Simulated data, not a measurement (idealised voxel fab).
process module | voxel spacer lines
cross-section cut | 300 nm wide | cells 5 nm
A cross-section is a grid of square cells, given in bands from the top down. A band is one or more rows of cells.
Each band's line starts with the height of the band's top and of its bottom, in nm. Then come its materials from left to right, each with its width in nm. One material with "throughout" fills the band from edge to edge. "air" is empty space.
Height 0 is the level under which the wafer as received is all one material. The lowest band goes on downwards, as in "0 down".
A width such as "30 to 40" changes by the same amount from each row of cells to the next, from the band's top row to its bottom row.
"no change" after a step means that no cell of the cross-section changed.
closed voids: empty space of 8 cells or more with no open way to the top, each as width x height at its distance from the left edge, in nm
after a step's settings: what the simulator itself notes on the step
overlay nm, on a step with a mask: how far to the right of its planned place the mask lay; to the left if negative
plan
1 op RECEIVE | material Si
2 op CONFORMAL_DEP | material SiO2 | thk nm 10
3 op DIRECTIONAL_DEP | material polySi | thk nm 15
4 op DIRECTIONAL_DEP | material aC | thk nm 25
5 op PATTERN | tone cover | mask id MANDREL | material resist | width nm 15 | pitch nm 50 | thk nm 30 | overlay nm 0
6 op DIRECTIONAL_ETCH | etch materials aC | depth nm 25
7 op STRIP | etch materials resist
8 op CONFORMAL_DEP | material SiN | thk nm 10
9 op DIRECTIONAL_ETCH | etch materials SiN | depth nm 10
10 op STRIP | etch materials aC
11 op DIRECTIONAL_ETCH | etch materials polySi | depth nm 15
12 op STRIP | etch materials SiN
13 op FILL_DEP | material lowk | thk nm 5
14 op CMP | height nm 25
as received, after step 1
  0 down: Si throughout
  closed voids: none
first wafer at the end, as planned
  25 to 10: lowk 105 | polySi 10 | lowk 15 | polySi 10 | lowk 15 | polySi 10 | lowk 15 | polySi 10 | lowk 110
  10 to 0: SiO2 throughout
  0 down: Si throughout
  closed voids: none
second wafer at the end: like start, like plan, one mistake
  25 to 10: aC throughout
  10 to 0: SiO2 throughout
  0 down: Si throughout
  closed voids: none
what went wrong: steps 3 and 4 were swapped
at the end the second wafer has, in cells: 180 more of aC | 156 fewer of lowk | 24 fewer of polySi
